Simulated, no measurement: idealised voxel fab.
process module | voxel transistor to metal
cross-section cut | 140 nm wide | cells 5 nm
A cross-section is a grid of square cells, given in bands from the top down. A band is one or more rows of cells.
Each band's line starts with the height of the band's top and of its bottom, in nm. Then come its materials from left to right, each with its width in nm. One material with "throughout" fills the band from edge to edge. "air" is empty space.
Height 0 is the level under which the wafer as received is all one material. The lowest band goes on downwards, as in "0 down".
A width such as "30 to 40" changes by the same amount from each row of cells to the next, from the band's top row to its bottom row.
"no change" after a step means that no cell of the cross-section changed.
closed voids: empty space of 8 cells or more with no open way to the top, each as width x height at its distance from the left edge, in nm
after a step's settings: what the simulator itself notes on the step
overlay nm, on a step with a mask: how far to the right of its planned place the mask lay; to the left if negative
plan
1 op RECEIVE | material Si
2 op CONFORMAL_DEP | material SiO2 | thk nm 5
3 op CONFORMAL_DEP | material SiN | thk nm 10
4 op MASKED_ETCH | tone cover | mask id ACTIVE | width nm 100 | etch materials SiN | depth nm 10 | overlay nm 0
5 op MASKED_ETCH | tone cover | mask id ACTIVE | width nm 100 | etch materials SiO2 | depth nm 5 | overlay nm 0
6 op MASKED_ETCH | tone cover | mask id ACTIVE | width nm 100 | etch materials Si | depth nm 35 | overlay nm 0
7 op FILL_DEP | material SiO2 | thk nm 10
8 op CMP | height nm 15
9 op SELECTIVE_ETCH | etch materials SiO2 | depth nm 5
10 op STRIP | etch materials SiN
11 op SELECTIVE_ETCH | etch materials SiO2 | depth nm 5
12 op OXIDIZE | depth nm 5
13 op DIRECTIONAL_DEP | material polySi | thk nm 25
14 op DIRECTIONAL_DEP | material SiCN | thk nm 10
15 op MASKED_ETCH | tone cover | mask id GATE | width nm 30 | etch materials SiCN | depth nm 20 | overlay nm 0
16 op MASKED_ETCH | tone cover | mask id GATE | width nm 30 | etch materials polySi | depth nm 35 | overlay nm 0
17 op CONFORMAL_DEP | material SiN | thk nm 10
18 op DIRECTIONAL_ETCH | etch materials SiN | depth nm 10
19 op DIRECTIONAL_ETCH | etch materials SiO2 | depth nm 5
20 op DIRECTIONAL_ETCH | etch materials Si | depth nm 15
21 op EPI | material SiGe | thk nm 15
22 op FILL_DEP | material SiO2 | thk nm 10
23 op CMP | height nm 25
24 op STRIP | etch materials polySi
25 op SELECTIVE_ETCH | etch materials SiO2 | depth nm 5
26 op CONFORMAL_DEP | material HfO2 | thk nm 5
27 op CONFORMAL_DEP | material TiN | thk nm 5
28 op FILL_DEP | material W | thk nm 10
29 op CMP | height nm 20
30 op DIRECTIONAL_DEP | material SiO2 | thk nm 10
31 op MASKED_ETCH | tone open | mask id CONTACT | width nm 15 | pitch nm 75 | etch materials SiO2 | depth nm 20 | overlay nm 0
32 op CONFORMAL_DEP | material TiN | thk nm 5
33 op FILL_DEP | material W | thk nm 10
34 op CMP | height nm 30
35 op CONFORMAL_DEP | material SiN | thk nm 5
36 op DIRECTIONAL_DEP | material lowk | thk nm 20
37 op MASKED_ETCH | tone open | mask id METAL_1 | width nm 15 | pitch nm 75 | etch materials lowk | depth nm 20 | overlay nm 0
38 op MASKED_ETCH | tone open | mask id METAL_1 | width nm 15 | pitch nm 75 | etch materials SiN | depth nm 5 | overlay nm 0
39 op CONFORMAL_DEP | material TiN | thk nm 5
40 op FILL_DEP | material Cu | thk nm 10
41 op CMP | height nm 55
42 op CONFORMAL_DEP | material SiN | thk nm 5
as received, after step 1
  0 down: Si throughout
  closed voids: none
a wafer at the end: this start, this plan, one mistake
  60 to 55: SiN throughout
  55 to 50: SiN 25 | TiN 15 | SiN 60 | TiN 15 | SiN 25
  50 to 30: lowk throughout
  30 to 20: SiO2 25 | TiN 5 | W 5 | TiN 5 | SiO2 60 | TiN 5 | W 5 | TiN 5 | SiO2 25
  20 to 15: SiO2 25 | TiN 5 | W 5 | TiN 5 | SiO2 5 | SiN 10 | HfO2 5 | TiN 5 | W 10 | TiN 5 | HfO2 5 | SiN 10 | SiO2 5 | TiN 5 | W 5 | TiN 5 | SiO2 25
  15 to 10: SiO2 25 | TiN 15 | SiO2 5 | SiN 10 | HfO2 5 | TiN 5 | W 10 | TiN 5 | HfO2 5 | SiN 10 | SiO2 5 | TiN 15 | SiO2 25
  10 to 5: SiO2 20 | SiGe 25 | SiN 10 | HfO2 5 | TiN 5 | W 10 | TiN 5 | HfO2 5 | SiN 10 | SiGe 25 | SiO2 20
  5 to 0: SiO2 15 | SiN 10 | SiGe 20 | SiN 10 | HfO2 5 | TiN 20 | HfO2 5 | SiN 10 | SiGe 20 | SiN 10 | SiO2 15
  0 to -5: SiO2 25 | SiGe 20 | SiO2 5 | HfO2 40 | SiO2 5 | SiGe 20 | SiO2 25
  -5 to -20: SiO2 20 | Si 5 | SiGe 20 | Si 50 | SiGe 20 | Si 5 | SiO2 20
  -20 to -35: SiO2 20 | Si 100 | SiO2 20
  -35 down: Si throughout
  closed voids: none
what went wrong: steps 35 and 36 were swapped
